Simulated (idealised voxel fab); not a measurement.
Name of the process module below: voxel wiring stack
The width of the displayed cross-section, cut, is 260 nm; its cells are square, with a size of 5 nm.
How to read a cross-section here: the picture is a grid of square cells, written as bands going from the top down, and any band can span one or more rows of cells.
The entry gives the band's vertical extent as a top height and a bottom height in nm, then its horizontal make-up as materials from left to right, each with a width in nm. "air" stands for empty space; a single material marked "full width" fills the band edge to edge.
For the purposes of this specification, 0 denotes the height below which the wafer in its as-received condition is composed wholly of one material, and the lowermost band, lacking a lower limit, extends downward without end, as expressed in "0 down".
Width spec "30->40" -> top row of cells at first value, bottom row at second value, equal per-row change in between.
You'll sometimes find "remains unaltered" written for a step, and that's the way of saying that nowhere in the cross-section did a cell change during that step.
Closed empty spaces (no open way to the top) of 8 cells or more are what "Sealed internal voids" lists, each as width x height at distance from the left edge, nm for all three.
What comes after the settings on a step's line is commentary from the simulator itself on that step.
The "overlay nm" setting may appear on a step's line; for a step that uses a mask, it gives how far to the right of its planned position the mask lay, and a negative value indicates the left.
The steps planned for the process are as follows
1) RECEIVE: material Si
2) CONFORMAL_DEP: material SiO2, thk nm 15
3) CONFORMAL_DEP: material SiCN, thk nm 5
4) DIRECTIONAL_DEP: material lowk, thk nm 25
5) PATTERN: tone open, mask id METAL_1, material resist, width nm 25, pitch nm 40, thk nm 15, overlay nm 0
6) DIRECTIONAL_ETCH: etch materials lowk, depth nm 25
7) DIRECTIONAL_ETCH: etch materials SiCN, depth nm 5
8) STRIP: etch materials resist
9) CONFORMAL_DEP: material TiN, thk nm 5
10) FILL_DEP: material Cu, thk nm 10
11) CMP: height nm 45
12) CONFORMAL_DEP: material SiCN, thk nm 5
13) DIRECTIONAL_DEP: material lowk, thk nm 35
14) PATTERN: tone open, mask id METAL_2_HOLES, material resist, width nm 15, pitch nm 40, thk nm 15, overlay nm 0
15) DIRECTIONAL_ETCH: etch materials lowk, depth nm 35
16) STRIP: etch materials resist
17) MASKED_ETCH: tone open, mask id METAL_2, width nm 25, pitch nm 40, etch materials lowk, depth nm 20, overlay nm 0
18) MASKED_ETCH: tone open, mask id METAL_2, width nm 25, pitch nm 40, etch materials SiCN, depth nm 5, overlay nm 0
19) CONFORMAL_DEP: material TiN, thk nm 5
20) FILL_DEP: material Ru, thk nm 5
21) CMP: height nm 85
22) CONFORMAL_DEP: material SiCN, thk nm 5
23) DIRECTIONAL_DEP: material lowk, thk nm 35
24) DIRECTIONAL_DEP: material aC, thk nm 10
25) PATTERN: tone open, mask id METAL_3, material resist, width nm 25, pitch nm 40, thk nm 30, overlay nm 0
26) DIRECTIONAL_ETCH: etch materials aC, depth nm 10
27) STRIP: etch materials resist
28) DIRECTIONAL_ETCH: etch materials lowk, depth nm 20
29) STRIP: etch materials aC
30) DIRECTIONAL_DEP: material aC, thk nm 10
31) PATTERN: tone open, mask id METAL_3_HOLES, material resist, width nm 15, pitch nm 80, thk nm 30, overlay nm 0
32) DIRECTIONAL_ETCH: etch materials aC, depth nm 10
33) STRIP: etch materials resist
34) DIRECTIONAL_ETCH: etch materials lowk, depth nm 15
35) DIRECTIONAL_ETCH: etch materials SiCN, depth nm 5
36) STRIP: etch materials aC
37) CONFORMAL_DEP: material TiN, thk nm 5
38) FILL_DEP: material Cu, thk nm 10
39) CMP: height nm 125
40) CONFORMAL_DEP: material SiCN, thk nm 5
41) DIRECTIONAL_DEP: material lowk, thk nm 35
42) PATTERN: tone open, mask id METAL_4_HOLES, material resist, width nm 15, pitch nm 40, thk nm 20, overlay nm 0
43) DIRECTIONAL_ETCH: etch materials lowk, depth nm 35
44) STRIP: etch materials resist
45) DIRECTIONAL_DEP: material aC, thk nm 10
46) PATTERN: tone open, mask id METAL_4, material resist, width nm 25, pitch nm 40, thk nm 30, overlay nm 0
47) DIRECTIONAL_ETCH: etch materials aC, depth nm 10
48) STRIP: etch materials resist
49) DIRECTIONAL_ETCH: etch materials lowk, depth nm 20
50) DIRECTIONAL_ETCH: etch materials SiCN, depth nm 5
51) STRIP: etch materials aC
52) CONFORMAL_DEP: material TiN, thk nm 5
53) FILL_DEP: material Cu, thk nm 10
54) CMP: height nm 165
55) CONFORMAL_DEP: material SiCN, thk nm 5
Cross-section, incoming material, after step 1
0 down  Si full width
Sealed internal voids: none
Wafer cross-section at module end: first of two, run to plan
170 to 165  SiCN full width
165 to 150  lowk (75), then TiN (5), then Cu (15), then TiN (5), then lowk (15), then TiN (5), then Cu (15), then TiN (5), then lowk (15), then TiN (5), then Cu (15), then TiN (5), then lowk (80)
150 to 145  lowk (75), then TiN (5), then Cu (5), then TiN (15), then lowk (15), then TiN (5), then Cu (5), then TiN (15), then lowk (15), then TiN (5), then Cu (5), then TiN (15), then lowk (80)
145 to 130  lowk (75), then TiN (5), then Cu (5), then TiN (5), then lowk (25), then TiN (5), then Cu (5), then TiN (5), then lowk (25), then TiN (5), then Cu (5), then TiN (5), then lowk (90)
130 to 125  SiCN (75), then TiN (15), then SiCN (25), then TiN (15), then SiCN (25), then TiN (15), then SiCN (90)
125 to 110  lowk (75), then TiN (5), then Cu (15), then TiN (5), then lowk (15), then TiN (5), then Cu (15), then TiN (5), then lowk (15), then TiN (5), then Cu (15), then TiN (5), then lowk (80)
110 to 105  lowk (75), then TiN (5), then Cu (5), then TiN (15), then lowk (15), then TiN (25), then lowk (15), then TiN (5), then Cu (5), then TiN (15), then lowk (80)
105 to 90  lowk (75), then TiN (5), then Cu (5), then TiN (5), then lowk (65), then TiN (5), then Cu (5), then TiN (5), then lowk (90)
90 to 85  SiCN (75), then TiN (15), then SiCN (65), then TiN (15), then SiCN (90)
85 to 70  lowk (75), then TiN (5), then Ru (15), then TiN (5), then lowk (15), then TiN (5), then Ru (15), then TiN (5), then lowk (15), then TiN (5), then Ru (15), then TiN (5), then lowk (80)
70 to 65  lowk (75), then TiN (5), then Ru (5), then TiN (15), then lowk (15), then TiN (5), then Ru (5), then TiN (15), then lowk (15), then TiN (5), then Ru (5), then TiN (15), then lowk (80)
65 to 50  lowk (75), then TiN (5), then Ru (5), then TiN (5), then lowk (25), then TiN (5), then Ru (5), then TiN (5), then lowk (25), then TiN (5), then Ru (5), then TiN (5), then lowk (90)
50 to 45  SiCN (75), then TiN (15), then SiCN (25), then TiN (15), then SiCN (25), then TiN (15), then SiCN (90)
45 to 20  lowk (75), then TiN (5), then Cu (15), then TiN (5), then lowk (15), then TiN (5), then Cu (15), then TiN (5), then lowk (15), then TiN (5), then Cu (15), then TiN (5), then lowk (80)
20 to 15  SiCN (75), then TiN (25), then SiCN (15), then TiN (25), then SiCN (15), then TiN (25), then SiCN (80)
15 to 0  SiO2 full width
0 down  Si full width
Sealed internal voids: none
So this is wafer number two of the two, cut at the end of the module - it started where the first did and had the same plan, we just got one thing wrong running it
170 to 165  SiCN full width
165 to 160  SiCN (75), then TiN (25), then SiCN (15), then TiN (25), then SiCN (15), then TiN (25), then SiCN (80)
160 to 125  lowk full width
125 to 110  lowk (75), then TiN (5), then Cu (15), then TiN (5), then lowk (15), then TiN (5), then Cu (15), then TiN (5), then lowk (15), then TiN (5), then Cu (15), then TiN (5), then lowk (80)
110 to 105  lowk (75), then TiN (5), then Cu (5), then TiN (15), then lowk (15), then TiN (25), then lowk (15), then TiN (5), then Cu (5), then TiN (15), then lowk (80)
105 to 90  lowk (75), then TiN (5), then Cu (5), then TiN (5), then lowk (65), then TiN (5), then Cu (5), then TiN (5), then lowk (90)
90 to 85  SiCN (75), then TiN (15), then SiCN (65), then TiN (15), then SiCN (90)
85 to 70  lowk (75), then TiN (5), then Ru (15), then TiN (5), then lowk (15), then TiN (5), then Ru (15), then TiN (5), then lowk (15), then TiN (5), then Ru (15), then TiN (5), then lowk (80)
70 to 65  lowk (75), then TiN (5), then Ru (5), then TiN (15), then lowk (15), then TiN (5), then Ru (5), then TiN (15), then lowk (15), then TiN (5), then Ru (5), then TiN (15), then lowk (80)
65 to 50  lowk (75), then TiN (5), then Ru (5), then TiN (5), then lowk (25), then TiN (5), then Ru (5), then TiN (5), then lowk (25), then TiN (5), then Ru (5), then TiN (5), then lowk (90)
50 to 45  SiCN (75), then TiN (15), then SiCN (25), then TiN (15), then SiCN (25), then TiN (15), then SiCN (90)
45 to 20  lowk (75), then TiN (5), then Cu (15), then TiN (5), then lowk (15), then TiN (5), then Cu (15), then TiN (5), then lowk (15), then TiN (5), then Cu (15), then TiN (5), then lowk (80)
20 to 15  SiCN (75), then TiN (25), then SiCN (15), then TiN (25), then SiCN (15), then TiN (25), then SiCN (80)
15 to 0  SiO2 full width
0 down  Si full width
Sealed internal voids: none
Diagnosis: plan steps 40 and 41 run swapped
Final cells, second wafer relative to first, materials higher or lower: 39 fewer of Cu, 6 fewer of SiCN, 42 fewer of TiN, 87 more of lowk
